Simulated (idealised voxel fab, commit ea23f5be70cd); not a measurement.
This is a process module. Its name is voxel capacitor over wiring.
250 nm wide, 5 nm square cells: that's cross-section cut.
Reading order for cross-sections: top band down to bottom band. Underlying form: a grid of square cells. Band size: one or more rows of cells. Basically the band line says how high the top is and how high the bottom is, in nm, and then what's in it from left to right, every material with its width in nm. Empty space shows up as "air", and if a single material carries "full width" it runs the full band edge to edge. Heights are expressed relative to 0, this being the level below which the as-received wafer comprises one material exclusively. The lowest band is unbounded in the downward direction and is denoted as in "0..down". With a width like "30..40", each row of cells in the band differs from the next by the same amount, the top row carrying the first number and the bottom row the second. No cell of the cross-section changed in a step that is given as "no alteration". Reported under the label "Closed void list" are the empty spaces having no open way to the top and comprising 8 cells or more; the notation for each is width x height at distance, in which the distance is measured from the left edge and all three values are in nm. Step line, after settings: the simulator's comment on this step. overlay nm, on a step with a mask: how far to the right of its planned place the mask lay; to the left if negative.
**The process steps that were planned are listed below**
1: RECEIVE (material Si)
2: CONFORMAL_DEP (material SiO2; thk nm 15)
3: CONFORMAL_DEP (material SiCN; thk nm 5)
4: DIRECTIONAL_DEP (material lowk; thk nm 15)
5: DIRECTIONAL_DEP (material aC; thk nm 15)
6: PATTERN (tone open; mask id METAL_1; material resist; width nm 30; pitch nm 90; thk nm 30; overlay nm 0)
7: DIRECTIONAL_ETCH (etch materials aC; depth nm 15)
8: STRIP (etch materials resist)
9: DIRECTIONAL_ETCH (etch materials lowk; depth nm 15)
10: DIRECTIONAL_ETCH (etch materials SiCN; depth nm 5)
11: STRIP (etch materials aC)
12: CONFORMAL_DEP (material TiN; thk nm 5)
13: FILL_DEP (material Cu; thk nm 10)
14: CMP (height nm 35)
15: CONFORMAL_DEP (material SiCN; thk nm 5)
16: DIRECTIONAL_DEP (material SiO2; thk nm 15)
17: MASKED_ETCH (tone open; mask id PLUG_1; width nm 15; etch materials SiO2; depth nm 15; overlay nm 0)
18: MASKED_ETCH (tone open; mask id PLUG_1; width nm 15; etch materials SiCN; depth nm 5; overlay nm 0)
19: EPI (material Ru; thk nm 10)
20: EPI (material Ru; thk nm 10)
21: DIRECTIONAL_DEP (material TiN; thk nm 10)
22: DIRECTIONAL_DEP (material Al2O3; thk nm 5)
23: DIRECTIONAL_DEP (material TiN; thk nm 10)
24: MASKED_ETCH (tone cover; mask id UPPER_PLATE; width nm 65; etch materials TiN; depth nm 10; overlay nm 0)
25: MASKED_ETCH (tone cover; mask id UPPER_PLATE; width nm 65; etch materials Al2O3; depth nm 5; overlay nm 0)
26: PATTERN (tone cover; mask id LOWER_PLATE; material resist; width nm 75; thk nm 20; overlay nm 0)
27: DIRECTIONAL_ETCH (etch materials TiN; depth nm 10)
28: STRIP (etch materials resist)
29: FILL_DEP (material SiO2; thk nm 15)
30: CMP (height nm 90)
31: PATTERN (tone open; mask id PLUG_2; material resist; width nm 15; thk nm 15; overlay nm 0)
32: DIRECTIONAL_ETCH (etch materials SiO2; depth nm 10)
33: STRIP (etch materials resist)
34: CONFORMAL_DEP (material TiN; thk nm 5)
35: FILL_DEP (material Ru; thk nm 5)
36: CMP (height nm 90)
37: CONFORMAL_DEP (material SiCN; thk nm 5)
**Incoming wafer in cross-section (state: after step 1)**
  0..down  Si full width
  Closed void list: none
**Sectioned view, first of two wafers, at the close of the module, processed as intended in the plan**
  95..90  SiCN full width
  90..85  SiO2=90 / TiN=5 / Ru=5 / TiN=5 / SiO2=145
  85..80  SiO2=90 / TiN=15 / SiO2=145
  80..70  SiO2=80 / TiN=65 / SiO2=105
  70..65  SiO2=80 / Al2O3=65 / SiO2=105
  65..55  SiO2=75 / TiN=75 / SiO2=100
  55..40  SiO2=80 / Ru=15 / SiO2=155
  40..35  SiCN=80 / Ru=15 / SiCN=155
  35..20  lowk=65 / TiN=5 / Cu=20 / TiN=5 / lowk=60 / TiN=5 / Cu=20 / TiN=5 / lowk=65
  20..15  SiCN=65 / TiN=30 / SiCN=60 / TiN=30 / SiCN=65
  15..0  SiO2 full width
  0..down  Si full width
  Closed void list: none
**End-of-module cross-section of the second wafer: identical starting point and process plan to the first, with one processing mistake**
  95..90  SiCN full width
  90..85  SiO2=90 / TiN=55 / SiO2=105
  85..80  SiO2=90 / TiN=5 / Al2O3=50 / SiO2=105
  80..70  SiO2=75 / TiN=75 / SiO2=100
  70..65  SiO2=80 / Al2O3=15 / SiO2=155
  65..55  SiO2=80 / TiN=15 / SiO2=155
  55..40  SiO2 full width
  40..35  SiCN full width
  35..20  lowk=65 / TiN=5 / Cu=20 / TiN=5 / lowk=60 / TiN=5 / Cu=20 / TiN=5 / lowk=65
  20..15  SiCN=65 / TiN=30 / SiCN=60 / TiN=30 / SiCN=65
  15..0  SiO2 full width
  0..down  Si full width
  Closed void list: none
What was done differently from what was planned? twice over, step 16 of the plan was run
The second wafer ends with more or fewer cells of some materials than the first, per final count: Ru -13, SiCN +3, SiO2 +23, TiN -13
